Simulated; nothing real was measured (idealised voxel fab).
Process module name: voxel gate over fins
The width of the displayed cross-section, cut, is 255 nm; its cells are square, with a size of 5 nm.
For the purposes of this document, a cross-section shall be understood as a grid of square cells, specified as bands listed in top-to-bottom order, each band consisting of one or more rows of cells. Band: top height; bottom height; in nm. Then, left to right: material with width in nm, for each material. "all across": a single material spanning edge to edge. "blank": empty space. Convention: height 0 is the level below which the wafer, as received, is all one material. The lowest band does not terminate at the bottom but continues downward, represented as "0 down". The expression "30..40" gives the width at the extremes of the band, the first number at its top row of cells and the second at its bottom row, with the width changing by equal amounts from each row to the next in between. Step note "no change occurred" = no cross-section cell changed. Closed empty spaces (no open way to the top) of 8 cells or more are what "Closed internal cavities" lists, each as width x height at distance from the left edge, nm for all three. Post-settings text on a step line: simulator's own remark regarding the step. "overlay nm" denotes, for a step that has a mask, the displacement of the mask to the right of its planned place, with negative values corresponding to the left.
The steps planned for the process are as follows
step 1: RECEIVE,material Si
step 2: CONFORMAL_DEP,material SiN,thk nm 10
step 3: MASKED_ETCH,tone cover,mask id FINS,width nm 15,pitch nm 55,etch materials SiN,depth nm 10,overlay nm 0
step 4: MASKED_ETCH,tone cover,mask id FINS,width nm 15,pitch nm 55,etch materials Si,depth nm 40,overlay nm 0
step 5: OXIDIZE,depth nm 5
step 6: FILL_DEP,material SiO2,thk nm 10
step 7: CMP,height nm 10
step 8: DIRECTIONAL_DEP,material aC,thk nm 10
step 9: PATTERN,tone open,mask id RAIL,material resist,width nm 15,thk nm 30,overlay nm 0
step 10: DIRECTIONAL_ETCH,etch materials aC,depth nm 10
step 11: STRIP,etch materials resist
step 12: DIRECTIONAL_ETCH,etch materials SiO2,depth nm 45
step 13: STRIP,etch materials aC
step 14: CONFORMAL_DEP,material TiN,thk nm 5
step 15: FILL_DEP,material W,thk nm 10
step 16: CMP,height nm 10
step 17: SELECTIVE_ETCH,etch materials W Ru TiN,depth nm 35
step 18: FILL_DEP,material SiO2,thk nm 5
step 19: CMP,height nm 10
step 20: SELECTIVE_ETCH,etch materials SiO2,depth nm 25
step 21: STRIP,etch materials SiN
step 22: CONFORMAL_DEP,material HfO2,thk nm 5
step 23: CONFORMAL_DEP,material TiN,thk nm 5
step 24: FILL_DEP,material W,thk nm 15
step 25: CMP,height nm 20
step 26: CONFORMAL_DEP,material SiCN,thk nm 10
Cross-sectional view of the wafer in its as-received condition, corresponding to the state after step 1
  0 down  Si all across
  Closed internal cavities: none
End state of the module in cross-section, given the above starting point and plan and one mistake in execution
  30 to 20  SiCN all across
  20 to 10  W all across
  10 to 5  30 nm W; 25 nm TiN; 30 nm W; 25 nm TiN; 30 nm W; 25 nm TiN; 30 nm W; 25 nm TiN; 35 nm W
  5 to 0  30 nm W; 5 nm TiN; 15 nm HfO2; 5 nm TiN; 30 nm W; 5 nm TiN; 15 nm HfO2; 5 nm TiN; 30 nm W; 5 nm TiN; 15 nm HfO2; 5 nm TiN; 30 nm W; 5 nm TiN; 15 nm HfO2; 5 nm TiN; 35 nm W
  0 to -15  30 nm W; 5 nm TiN; 5 nm HfO2; 5 nm Si; 5 nm HfO2; 5 nm TiN; 30 nm W; 5 nm TiN; 5 nm HfO2; 5 nm Si; 5 nm HfO2; 5 nm TiN; 30 nm W; 5 nm TiN; 5 nm HfO2; 5 nm Si; 5 nm HfO2; 5 nm TiN; 30 nm W; 5 nm TiN; 5 nm HfO2; 5 nm Si; 5 nm HfO2; 5 nm TiN; 35 nm W
  -15 to -20  30 nm W; 5 nm TiN; 5 nm HfO2; 5 nm Si; 5 nm HfO2; 40 nm TiN; 5 nm HfO2; 5 nm Si; 5 nm HfO2; 5 nm TiN; 30 nm W; 5 nm TiN; 5 nm HfO2; 5 nm Si; 5 nm HfO2; 5 nm TiN; 30 nm W; 5 nm TiN; 5 nm HfO2; 5 nm Si; 5 nm HfO2; 5 nm TiN; 35 nm W
  -20 to -25  30 nm W; 5 nm TiN; 5 nm HfO2; 5 nm Si; 5 nm HfO2; 5 nm TiN; 25 nm HfO2; 10 nm TiN; 5 nm HfO2; 5 nm Si; 5 nm HfO2; 5 nm TiN; 30 nm W; 5 nm TiN; 5 nm HfO2; 5 nm Si; 5 nm HfO2; 5 nm TiN; 30 nm W; 5 nm TiN; 5 nm HfO2; 5 nm Si; 5 nm HfO2; 5 nm TiN; 35 nm W
  -25 to -30  30 nm W; 5 nm TiN; 5 nm HfO2; 5 nm Si; 5 nm HfO2; 5 nm TiN; 5 nm HfO2; 5 nm TiN; 5 nm W; 5 nm TiN; 5 nm HfO2; 10 nm TiN; 5 nm HfO2; 5 nm Si; 5 nm HfO2; 5 nm TiN; 30 nm W; 5 nm TiN; 5 nm HfO2; 5 nm Si; 5 nm HfO2; 5 nm TiN; 30 nm W; 5 nm TiN; 5 nm HfO2; 5 nm Si; 5 nm HfO2; 5 nm TiN; 35 nm W
  -30 to -35  35 nm TiN; 5 nm HfO2; 5 nm Si; 5 nm HfO2; 5 nm TiN; 5 nm HfO2; 15 nm TiN; 5 nm HfO2; 10 nm TiN; 5 nm HfO2; 5 nm Si; 5 nm HfO2; 40 nm TiN; 5 nm HfO2; 5 nm Si; 5 nm HfO2; 40 nm TiN; 5 nm HfO2; 5 nm Si; 5 nm HfO2; 40 nm TiN
  -35 to -40  40 nm HfO2; 5 nm Si; 20 nm HfO2; 5 nm SiO2; 25 nm HfO2; 5 nm Si; 50 nm HfO2; 5 nm Si; 50 nm HfO2; 5 nm Si; 45 nm HfO2
  -40 to -45  40 nm SiO2; 5 nm Si; 50 nm SiO2; 5 nm Si; 50 nm SiO2; 5 nm Si; 50 nm SiO2; 5 nm Si; 45 nm SiO2
  -45 down  Si all across
  Closed internal cavities: none
Against the plan, the run slipped here: step 20 in the plan was executed twice
